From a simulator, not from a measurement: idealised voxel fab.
You're looking at the process module voxel gate over fins.
The width of the displayed cross-section, cut, is 240 nm; its cells are square, with a size of 5 nm.
In what follows, cross-sections appear as grids of square cells, described through bands that run from the top down, where every band is one or more rows of cells.
The entry gives the band's vertical extent as a top height and a bottom height in nm, then its horizontal make-up as materials from left to right, each with a width in nm. "empty" stands for empty space; a single material marked "full width" fills the band edge to edge.
Height reference: 0 = level under which incoming wafer is all one material. Lowest band: no bottom, runs on downward, e.g. "0..down".
It should be noted that a width expressed as "30..40" varies in equal increments from row to row of cells within the band, taking the value of the first number at the top row and that of the second number at the bottom row.
What does "remains unaltered" mean for a step? It means no cell of the cross-section changed in that step.
"Sealed void inventory" contains a list of empty spaces, each no smaller than 8 cells and without an open way to the top, written in the form width x height at distance with the distance from the left edge and all three in nm.
That trailing text on a step's line, after the settings, is the simulator's own remark on the step.
The line of a step may include "overlay nm". On a step with a mask, this value is how far to the right of its planned place the mask lay. A negative value means the mask lay to the left.
### These are the steps we planned for the process
| 1 | RECEIVE | material Si |
| 2 | CONFORMAL_DEP | material SiN | thk nm 5 |
| 3 | MASKED_ETCH | tone cover | mask id FINS | width nm 15 | pitch nm 40 | etch materials SiN | depth nm 5 | overlay nm 0 |
| 4 | MASKED_ETCH | tone cover | mask id FINS | width nm 15 | pitch nm 40 | etch materials Si | depth nm 40 | overlay nm 0 |
| 5 | FILL_DEP | material SiO2 | thk nm 10 |
| 6 | CMP | height nm 5 |
| 7 | SELECTIVE_ETCH | etch materials SiO2 | depth nm 20 |
| 8 | STRIP | etch materials SiN |
| 9 | CONFORMAL_DEP | material HfO2 | thk nm 5 |
| 10 | CONFORMAL_DEP | material TiN | thk nm 5 |
| 11 | CONFORMAL_DEP | material TiAl | thk nm 5 |
| 12 | CONFORMAL_DEP | material TiN | thk nm 5 |
| 13 | FILL_DEP | material W | thk nm 10 |
| 14 | CMP | height nm 25 |
| 15 | CONFORMAL_DEP | material SiN | thk nm 5 |
### First of two wafers, processed according to plan
### Wafer at receipt (post step 1), cross-section
	0..down | Si full width
	Sealed void inventory: none
### Wafer xsec, post step 2
	5..0 | SiN full width
	Everything under 0 stays put, no change at all.
### Wafer xsec, post step 3
	5..0 | empty=50 | SiN=15 | empty=25 | SiN=15 | empty=25 | SiN=15 | empty=25 | SiN=15 | empty=55
	Everything under 0 stays put, no change at all.
### Wafer xsec, post step 4
	5..0 | empty=50 | SiN=15 | empty=25 | SiN=15 | empty=25 | SiN=15 | empty=25 | SiN=15 | empty=55
	0..-40 | empty=50 | Si=15 | empty=25 | Si=15 | empty=25 | Si=15 | empty=25 | Si=15 | empty=55
	Everything under -40 stays put, no change at all.
### Wafer xsec, post step 5
	15..5 | SiO2 full width
	5..0 | SiO2=50 | SiN=15 | SiO2=25 | SiN=15 | SiO2=25 | SiN=15 | SiO2=25 | SiN=15 | SiO2=55
	0..-40 | SiO2=50 | Si=15 | SiO2=25 | Si=15 | SiO2=25 | Si=15 | SiO2=25 | Si=15 | SiO2=55
	Everything under -40 stays put, no change at all.
### Wafer xsec, post step 6
	5..0 | SiO2=50 | SiN=15 | SiO2=25 | SiN=15 | SiO2=25 | SiN=15 | SiO2=25 | SiN=15 | SiO2=55
	Everything under 0 stays put, no change at all.
### Wafer xsec, post step 7
	5..0 | empty=50 | SiN=15 | empty=25 | SiN=15 | empty=25 | SiN=15 | empty=25 | SiN=15 | empty=55
	0..-15 | empty=50 | Si=15 | empty=25 | Si=15 | empty=25 | Si=15 | empty=25 | Si=15 | empty=55
	Everything under -15 stays put, no change at all.
### Wafer xsec, post step 8
	0..-15 | empty=50 | Si=15 | empty=25 | Si=15 | empty=25 | Si=15 | empty=25 | Si=15 | empty=55
	Everything under -15 stays put, no change at all.
### Wafer xsec, post step 9
	5..0 | empty=45 | HfO2=25 | empty=15 | HfO2=25 | empty=15 | HfO2=25 | empty=15 | HfO2=25 | empty=50
	0..-10 | empty=45 | HfO2=5 | Si=15 | HfO2=5 | empty=15 | HfO2=5 | Si=15 | HfO2=5 | empty=15 | HfO2=5 | Si=15 | HfO2=5 | empty=15 | HfO2=5 | Si=15 | HfO2=5 | empty=50
	-10..-15 | HfO2=50 | Si=15 | HfO2=25 | Si=15 | HfO2=25 | Si=15 | HfO2=25 | Si=15 | HfO2=55
	Everything under -15 stays put, no change at all.
### Wafer xsec, post step 10
	10..5 | empty=40 | TiN=35 | empty=5 | TiN=35 | empty=5 | TiN=35 | empty=5 | TiN=35 | empty=45
	5..0 | empty=40 | TiN=5 | HfO2=25 | TiN=5 | empty=5 | TiN=5 | HfO2=25 | TiN=5 | empty=5 | TiN=5 | HfO2=25 | TiN=5 | empty=5 | TiN=5 | HfO2=25 | TiN=5 | empty=45
	0..-5 | empty=40 | TiN=5 | HfO2=5 | Si=15 | HfO2=5 | TiN=5 | empty=5 | TiN=5 | HfO2=5 | Si=15 | HfO2=5 | TiN=5 | empty=5 | TiN=5 | HfO2=5 | Si=15 | HfO2=5 | TiN=5 | empty=5 | TiN=5 | HfO2=5 | Si=15 | HfO2=5 | TiN=5 | empty=45
	-5..-10 | TiN=45 | HfO2=5 | Si=15 | HfO2=5 | TiN=15 | HfO2=5 | Si=15 | HfO2=5 | TiN=15 | HfO2=5 | Si=15 | HfO2=5 | TiN=15 | HfO2=5 | Si=15 | HfO2=5 | TiN=50
	Everything under -10 stays put, no change at all.
### Wafer xsec, post step 11
	15..10 | empty=35 | TiAl=165 | empty=40
	10..5 | empty=35 | TiAl=5 | TiN=35 | TiAl=5 | TiN=35 | TiAl=5 | TiN=35 | TiAl=5 | TiN=35 | TiAl=5 | empty=40
	5..0 | empty=35 | TiAl=5 | TiN=5 | HfO2=25 | TiN=5 | TiAl=5 | TiN=5 | HfO2=25 | TiN=5 | TiAl=5 | TiN=5 | HfO2=25 | TiN=5 | TiAl=5 | TiN=5 | HfO2=25 | TiN=5 | TiAl=5 | empty=40
	0..-5 | TiAl=40 | TiN=5 | HfO2=5 | Si=15 | HfO2=5 | TiN=5 | TiAl=5 | TiN=5 | HfO2=5 | Si=15 | HfO2=5 | TiN=5 | TiAl=5 | TiN=5 | HfO2=5 | Si=15 | HfO2=5 | TiN=5 | TiAl=5 | TiN=5 | HfO2=5 | Si=15 | HfO2=5 | TiN=5 | TiAl=45
	Everything under -5 stays put, no change at all.
### Wafer xsec, post step 12
	20..15 | empty=30 | TiN=175 | empty=35
	15..10 | empty=30 | TiN=5 | TiAl=165 | TiN=5 | empty=35
	10..5 | empty=30 | TiN=5 | TiAl=5 | TiN=35 | TiAl=5 | TiN=35 | TiAl=5 | TiN=35 | TiAl=5 | TiN=35 | TiAl=5 | TiN=5 | empty=35
	5..0 | TiN=35 | TiAl=5 | TiN=5 | HfO2=25 | TiN=5 | TiAl=5 | TiN=5 | HfO2=25 | TiN=5 | TiAl=5 | TiN=5 | HfO2=25 | TiN=5 | TiAl=5 | TiN=5 | HfO2=25 | TiN=5 | TiAl=5 | TiN=40
	Everything under 0 stays put, no change at all.
### Wafer xsec, post step 13
	30..20 | W full width
	20..15 | W=30 | TiN=175 | W=35
	15..10 | W=30 | TiN=5 | TiAl=165 | TiN=5 | W=35
	10..5 | W=30 | TiN=5 | TiAl=5 | TiN=35 | TiAl=5 | TiN=35 | TiAl=5 | TiN=35 | TiAl=5 | TiN=35 | TiAl=5 | TiN=5 | W=35
	Everything under 5 stays put, no change at all.
### Wafer xsec, post step 14
	25..20 | W full width
	Everything under 20 stays put, no change at all.
### Wafer xsec, post step 15
	30..25 | SiN full width
	Everything under 25 stays put, no change at all.
### The second wafer began exactly as the first did and followed the same plan, but one mistake was made while running it; through step 6 inclusive, the two wafers are identical
### Cross-section of the second wafer when, according to plan, step 7 should have finished
	5..0 | SiO2=50 | empty=15 | SiO2=25 | empty=15 | SiO2=25 | empty=15 | SiO2=25 | empty=15 | SiO2=55
	Everything under 0 stays put, no change at all.
### Cross-section of the second wafer when, according to plan, step 8 should have finished
	0..-15 | empty=50 | Si=15 | empty=25 | Si=15 | empty=25 | Si=15 | empty=25 | Si=15 | empty=55
	-15..-20 | SiO2=30 | empty=20 | Si=15 | empty=25 | Si=15 | empty=25 | Si=15 | empty=25 | Si=15 | empty=20 | SiO2=35
	Everything under -20 stays put, no change at all.
### Cross-section of the second wafer when, according to plan, step 9 should have finished
	5..0 | empty=45 | HfO2=25 | empty=15 | HfO2=25 | empty=15 | HfO2=25 | empty=15 | HfO2=25 | empty=50
	0..-10 | empty=45 | HfO2=5 | Si=15 | HfO2=5 | empty=15 | HfO2=5 | Si=15 | HfO2=5 | empty=15 | HfO2=5 | Si=15 | HfO2=5 | empty=15 | HfO2=5 | Si=15 | HfO2=5 | empty=50
	-10..-15 | HfO2=35 | empty=10 | HfO2=5 | Si=15 | HfO2=5 | empty=15 | HfO2=5 | Si=15 | HfO2=5 | empty=15 | HfO2=5 | Si=15 | HfO2=5 | empty=15 | HfO2=5 | Si=15 | HfO2=5 | empty=10 | HfO2=40
	-15..-20 | SiO2=30 | HfO2=20 | Si=15 | HfO2=25 | Si=15 | HfO2=25 | Si=15 | HfO2=25 | Si=15 | HfO2=20 | SiO2=35
	Everything under -20 stays put, no change at all.
### Cross-section of the second wafer when, according to plan, step 10 should have finished
	10..5 | empty=40 | TiN=35 | empty=5 | TiN=35 | empty=5 | TiN=35 | empty=5 | TiN=35 | empty=45
	5..0 | empty=40 | TiN=5 | HfO2=25 | TiN=5 | empty=5 | TiN=5 | HfO2=25 | TiN=5 | empty=5 | TiN=5 | HfO2=25 | TiN=5 | empty=5 | TiN=5 | HfO2=25 | TiN=5 | empty=45
	0..-5 | empty=40 | TiN=5 | HfO2=5 | Si=15 | HfO2=5 | TiN=5 | empty=5 | TiN=5 | HfO2=5 | Si=15 | HfO2=5 | TiN=5 | empty=5 | TiN=5 | HfO2=5 | Si=15 | HfO2=5 | TiN=5 | empty=5 | TiN=5 | HfO2=5 | Si=15 | HfO2=5 | TiN=5 | empty=45
	-5..-10 | TiN=45 | HfO2=5 | Si=15 | HfO2=5 | TiN=5 | empty=5 | TiN=5 | HfO2=5 | Si=15 | HfO2=5 | TiN=5 | empty=5 | TiN=5 | HfO2=5 | Si=15 | HfO2=5 | TiN=5 | empty=5 | TiN=5 | HfO2=5 | Si=15 | HfO2=5 | TiN=50
	-10..-15 | HfO2=35 | TiN=10 | HfO2=5 | Si=15 | HfO2=5 | TiN=15 | HfO2=5 | Si=15 | HfO2=5 | TiN=15 | HfO2=5 | Si=15 | HfO2=5 | TiN=15 | HfO2=5 | Si=15 | HfO2=5 | TiN=10 | HfO2=40
	Everything under -15 stays put, no change at all.
### Cross-section of the second wafer when, according to plan, step 11 should have finished
	15..10 | empty=35 | TiAl=165 | empty=40
	10..5 | empty=35 | TiAl=5 | TiN=35 | TiAl=5 | TiN=35 | TiAl=5 | TiN=35 | TiAl=5 | TiN=35 | TiAl=5 | empty=40
	5..0 | empty=35 | TiAl=5 | TiN=5 | HfO2=25 | TiN=5 | TiAl=5 | TiN=5 | HfO2=25 | TiN=5 | TiAl=5 | TiN=5 | HfO2=25 | TiN=5 | TiAl=5 | TiN=5 | HfO2=25 | TiN=5 | TiAl=5 | empty=40
	0..-5 | TiAl=40 | TiN=5 | HfO2=5 | Si=15 | HfO2=5 | TiN=5 | TiAl=5 | TiN=5 | HfO2=5 | Si=15 | HfO2=5 | TiN=5 | TiAl=5 | TiN=5 | HfO2=5 | Si=15 | HfO2=5 | TiN=5 | TiAl=5 | TiN=5 | HfO2=5 | Si=15 | HfO2=5 | TiN=5 | TiAl=45
	-5..-10 | TiN=45 | HfO2=5 | Si=15 | HfO2=5 | TiN=5 | TiAl=5 | TiN=5 | HfO2=5 | Si=15 | HfO2=5 | TiN=5 | TiAl=5 | TiN=5 | HfO2=5 | Si=15 | HfO2=5 | TiN=5 | TiAl=5 | TiN=5 | HfO2=5 | Si=15 | HfO2=5 | TiN=50
	Everything under -10 stays put, no change at all.
### Cross-section of the second wafer when, according to plan, step 12 should have finished
	20..15 | empty=30 | TiN=175 | empty=35
	15..10 | empty=30 | TiN=5 | TiAl=165 | TiN=5 | empty=35
	10..5 | empty=30 | TiN=5 | TiAl=5 | TiN=35 | TiAl=5 | TiN=35 | TiAl=5 | TiN=35 | TiAl=5 | TiN=35 | TiAl=5 | TiN=5 | empty=35
	5..0 | TiN=35 | TiAl=5 | TiN=5 | HfO2=25 | TiN=5 | TiAl=5 | TiN=5 | HfO2=25 | TiN=5 | TiAl=5 | TiN=5 | HfO2=25 | TiN=5 | TiAl=5 | TiN=5 | HfO2=25 | TiN=5 | TiAl=5 | TiN=40
	Everything under 0 stays put, no change at all.
### Cross-section of the second wafer when, according to plan, step 13 should have finished
	30..20 | W full width
	20..15 | W=30 | TiN=175 | W=35
	15..10 | W=30 | TiN=5 | TiAl=165 | TiN=5 | W=35
	10..5 | W=30 | TiN=5 | TiAl=5 | TiN=35 | TiAl=5 | TiN=35 | TiAl=5 | TiN=35 | TiAl=5 | TiN=35 | TiAl=5 | TiN=5 | W=35
	Everything under 5 stays put, no change at all.
### Cross-section of the second wafer when, according to plan, step 14 should have finished
	25..20 | W full width
	Everything under 20 stays put, no change at all.
### Cross-section of the second wafer when, according to plan, step 15 should have finished
	30..25 | SiN full width
	Everything under 25 stays put, no change at all.
Run error: the processing plan was not followed for steps 7 and 8, which were run with their positions exchanged
End check, counted in cells, second wafer has more or fewer of these materials than the first: 10 more of HfO2 | 23 fewer of SiO2 | 3 more of TiAl | 10 more of TiN
